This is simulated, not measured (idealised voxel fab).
The following process module bears the name voxel wiring stack.
Displayed cross-section: cut, width of 235 nm, square cells sized 5 nm.
Throughout this document, each cross-section is represented as a grid of square cells and is presented as a sequence of bands enumerated from the top downward, where a band comprises one or more rows of cells.
Per band: top height and bottom height in nm, followed by the left-to-right materials and their widths in nm; "all across" marks a single material spanning edge to edge, "blank" marks empty space.
The level at which height equals 0 is the one under which the wafer, as it arrives, is entirely one material. No lower edge exists for the bottom band, which continues downward and is notated as in "0 nm and below".
Top row gets the first number, bottom row gets the second, and each row in between changes by the same step: that is how a band width like "30->40" works.
"left unchanged" -> step changed no cross-section cell.
Entry "Closed cavities". Content: empty spaces with no open connection to the top, size 8 cells or greater. Each: width x height at distance. Distance: from left edge. Unit: nm.
Where a step's line continues beyond its settings, the continuation is a remark by the simulator itself on that step.
"overlay nm" on a masked step: distance the mask lay right of its planned place, negative for left.
[The following list gives the planned process steps]
1 op RECEIVE | material Si
2 op CONFORMAL_DEP | material SiO2 | thk nm 10
3 op CONFORMAL_DEP | material SiCN | thk nm 5
4 op DIRECTIONAL_DEP | material lowk | thk nm 15
5 op DIRECTIONAL_DEP | material aC | thk nm 15
6 op PATTERN | tone open | mask id METAL_1 | material resist | width nm 25 | pitch nm 50 | thk nm 30 | overlay nm 0
7 op DIRECTIONAL_ETCH | etch materials aC | depth nm 15
8 op STRIP | etch materials resist
9 op DIRECTIONAL_ETCH | etch materials lowk | depth nm 15
10 op DIRECTIONAL_ETCH | etch materials SiCN | depth nm 5
11 op STRIP | etch materials aC
12 op CONFORMAL_DEP | material TiN | thk nm 5
13 op FILL_DEP | material Cu | thk nm 10
14 op CMP | height nm 30
15 op CONFORMAL_DEP | material SiCN | thk nm 5
16 op DIRECTIONAL_DEP | material lowk | thk nm 15
17 op DIRECTIONAL_DEP | material aC | thk nm 10
18 op PATTERN | tone open | mask id PLUG_1 | material resist | width nm 15 | pitch nm 50 | thk nm 30 | overlay nm 0
19 op DIRECTIONAL_ETCH | etch materials aC | depth nm 10
20 op STRIP | etch materials resist
21 op DIRECTIONAL_ETCH | etch materials lowk | depth nm 15
22 op DIRECTIONAL_ETCH | etch materials SiCN | depth nm 5
23 op STRIP | etch materials aC
24 op CONFORMAL_DEP | material TiN | thk nm 5
25 op FILL_DEP | material Cu | thk nm 5
26 op CMP | height nm 50
27 op CONFORMAL_DEP | material SiCN | thk nm 5
28 op DIRECTIONAL_DEP | material SiO2 | thk nm 20
29 op PATTERN | tone open | mask id METAL_2 | material resist | width nm 15 | pitch nm 50 | thk nm 20 | overlay nm 0
30 op DIRECTIONAL_ETCH | etch materials SiO2 | depth nm 20
31 op DIRECTIONAL_ETCH | etch materials SiCN | depth nm 5
32 op STRIP | etch materials resist
33 op CONFORMAL_DEP | material TiN | thk nm 5
34 op FILL_DEP | material W | thk nm 10
35 op CMP | height nm 75
36 op CONFORMAL_DEP | material SiCN | thk nm 5
37 op DIRECTIONAL_DEP | material SiO2 | thk nm 25
38 op DIRECTIONAL_DEP | material aC | thk nm 15
39 op PATTERN | tone open | mask id METAL_3 | material resist | width nm 25 | pitch nm 50 | thk nm 35 | overlay nm 0
40 op DIRECTIONAL_ETCH | etch materials aC | depth nm 15
41 op STRIP | etch materials resist
42 op DIRECTIONAL_ETCH | etch materials SiO2 | depth nm 15
43 op STRIP | etch materials aC
44 op PATTERN | tone open | mask id METAL_3_HOLES | material resist | width nm 15 | pitch nm 50 | thk nm 15 | overlay nm 0
45 op DIRECTIONAL_ETCH | etch materials SiO2 | depth nm 10
46 op DIRECTIONAL_ETCH | etch materials SiCN | depth nm 5
47 op STRIP | etch materials resist
48 op CONFORMAL_DEP | material TiN | thk nm 5
49 op FILL_DEP | material Ru | thk nm 10
50 op CMP | height nm 105
51 op CONFORMAL_DEP | material SiCN | thk nm 5
Every wafer here starts from the same state; it is the step 29 width nm that distinguishes them, and the value the plan gives belongs to the first wafer.
[Cross-sectional view of the first of several wafers in the as-received condition, corresponding to the state following step 1]
* 0 nm and below = Si all across
* Closed cavities: none
[Once step 51, the last step, is complete, the module is at its end; this is the cross-section of the first of several wafers]
* 110 nm to 105 nm = SiCN all across
* 105 nm to 95 nm = SiO2: 80 | TiN: 5 | Ru: 15 | TiN: 5 | SiO2: 25 | TiN: 5 | Ru: 15 | TiN: 5 | SiO2: 80
* 95 nm to 90 nm = SiO2: 80 | TiN: 5 | Ru: 5 | TiN: 15 | SiO2: 25 | TiN: 5 | Ru: 5 | TiN: 15 | SiO2: 80
* 90 nm to 80 nm = SiO2: 80 | TiN: 5 | Ru: 5 | TiN: 5 | SiO2: 35 | TiN: 5 | Ru: 5 | TiN: 5 | SiO2: 90
* 80 nm to 75 nm = SiCN: 80 | TiN: 15 | SiCN: 35 | TiN: 15 | SiCN: 90
* 75 nm to 55 nm = SiO2: 85 | TiN: 5 | W: 5 | TiN: 5 | SiO2: 35 | TiN: 5 | W: 5 | TiN: 5 | SiO2: 85
* 55 nm to 50 nm = SiCN: 85 | TiN: 15 | SiCN: 35 | TiN: 15 | SiCN: 85
* 50 nm to 35 nm = lowk: 80 | TiN: 5 | Cu: 5 | TiN: 5 | lowk: 35 | TiN: 5 | Cu: 5 | TiN: 5 | lowk: 90
* 35 nm to 30 nm = SiCN: 80 | TiN: 15 | SiCN: 35 | TiN: 15 | SiCN: 90
* 30 nm to 15 nm = lowk: 80 | TiN: 5 | Cu: 15 | TiN: 5 | lowk: 25 | TiN: 5 | Cu: 15 | TiN: 5 | lowk: 80
* 15 nm to 10 nm = SiCN: 80 | TiN: 25 | SiCN: 25 | TiN: 25 | SiCN: 80
* 10 nm to 0 nm = SiO2 all across
* 0 nm and below = Si all across
* Closed cavities: none
[Cross-section at module completion, last wafer]
* 110 nm to 105 nm = SiCN all across
* 105 nm to 95 nm = SiO2: 80 | TiN: 5 | Ru: 15 | TiN: 5 | SiO2: 25 | TiN: 5 | Ru: 15 | TiN: 5 | SiO2: 80
* 95 nm to 90 nm = SiO2: 80 | TiN: 5 | Ru: 5 | TiN: 15 | SiO2: 25 | TiN: 5 | Ru: 5 | TiN: 15 | SiO2: 80
* 90 nm to 80 nm = SiO2: 80 | TiN: 5 | Ru: 5 | TiN: 5 | SiO2: 35 | TiN: 5 | Ru: 5 | TiN: 5 | SiO2: 90
* 80 nm to 75 nm = SiCN: 80 | TiN: 15 | SiCN: 35 | TiN: 15 | SiCN: 90
* 75 nm to 55 nm = SiO2: 75 | TiN: 5 | W: 25 | TiN: 5 | SiO2: 15 | TiN: 5 | W: 25 | TiN: 5 | SiO2: 75
* 55 nm to 50 nm = SiCN: 75 | TiN: 35 | SiCN: 15 | TiN: 35 | SiCN: 75
* 50 nm to 35 nm = lowk: 80 | TiN: 5 | Cu: 5 | TiN: 5 | lowk: 35 | TiN: 5 | Cu: 5 | TiN: 5 | lowk: 90
* 35 nm to 30 nm = SiCN: 80 | TiN: 15 | SiCN: 35 | TiN: 15 | SiCN: 90
* 30 nm to 15 nm = lowk: 80 | TiN: 5 | Cu: 15 | TiN: 5 | lowk: 25 | TiN: 5 | Cu: 15 | TiN: 5 | lowk: 80
* 15 nm to 10 nm = SiCN: 80 | TiN: 25 | SiCN: 25 | TiN: 25 | SiCN: 80
* 10 nm to 0 nm = SiO2 all across
* 0 nm and below = Si all across
* Closed cavities: none
[Quick key for the table: a row per wafer, taken at the end of the module. For each material it tells you how many cells the wafer gained (+) or lost (-) since it came in, and the closed voids come after]
width nm 15; +24 Cu; +18 Ru; +207 SiCN; +451 SiO2; +92 TiN; +8 W; +234 lowk; Closed cavities: none
width nm 20; +24 Cu; +18 Ru; +205 SiCN; +443 SiO2; +94 TiN; +16 W; +234 lowk; Closed cavities: none
width nm 25; +24 Cu; +18 Ru; +203 SiCN; +435 SiO2; +96 TiN; +24 W; +234 lowk; Closed cavities: none
width nm 30; +24 Cu; +18 Ru; +201 SiCN; +427 SiO2; +98 TiN; +32 W; +234 lowk; Closed cavities: none
width nm 35; +24 Cu; +18 Ru; +199 SiCN; +419 SiO2; +100 TiN; +40 W; +234 lowk; Closed cavities: none
